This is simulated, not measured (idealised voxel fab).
process module | voxel spacer lines
cross-section cut | 245 nm wide | cells 5 nm
A cross-section is a grid of square cells, given in bands from the top down. A band is one or more rows of cells.
Each band's line starts with the height of the band's top and of its bottom, in nm. Then come its materials from left to right, each with its width in nm. One material with "throughout" fills the band from edge to edge. "air" is empty space.
Height 0 is the level under which the wafer as received is all one material. The lowest band goes on downwards, as in "0 down".
A width such as "30 to 40" changes by the same amount from each row of cells to the next, from the band's top row to its bottom row.
"no change" after a step means that no cell of the cross-section changed.
closed voids: empty space of 8 cells or more with no open way to the top, each as width x height at its distance from the left edge, in nm
after a step's settings: what the simulator itself notes on the step
overlay nm, on a step with a mask: how far to the right of its planned place the mask lay; to the left if negative
plan
1 op RECEIVE | material Si
2 op CONFORMAL_DEP | material Al2O3 | thk nm 10
3 op DIRECTIONAL_DEP | material SiN | thk nm 20
4 op DIRECTIONAL_DEP | material aC | thk nm 20
5 op PATTERN | tone cover | mask id MANDREL | material resist | width nm 25 | pitch nm 70 | thk nm 30 | overlay nm 0
6 op DIRECTIONAL_ETCH | etch materials aC | depth nm 20
7 op STRIP | etch materials resist
8 op CONFORMAL_DEP | material SiO2 | thk nm 10
9 op DIRECTIONAL_ETCH | etch materials SiO2 | depth nm 10
10 op STRIP | etch materials aC
11 op DIRECTIONAL_ETCH | etch materials SiN | depth nm 20
12 op STRIP | etch materials SiO2
as received, after step 1
  0 down: Si throughout
  closed voids: none
first wafer at the end, as planned
  30 to 10: air 65 | SiN 10 | air 25 | SiN 10 | air 25 | SiN 10 | air 25 | SiN 10 | air 65
  10 to 0: Al2O3 throughout
  0 down: Si throughout
  closed voids: none
second wafer at the end: like start, like plan, one mistake
  30 to 20: Al2O3 throughout
  20 to 0: SiN throughout
  0 down: Si throughout
  closed voids: none
what went wrong: steps 2 and 3 were swapped
at the end the second wafer has, in cells: 164 more of SiN
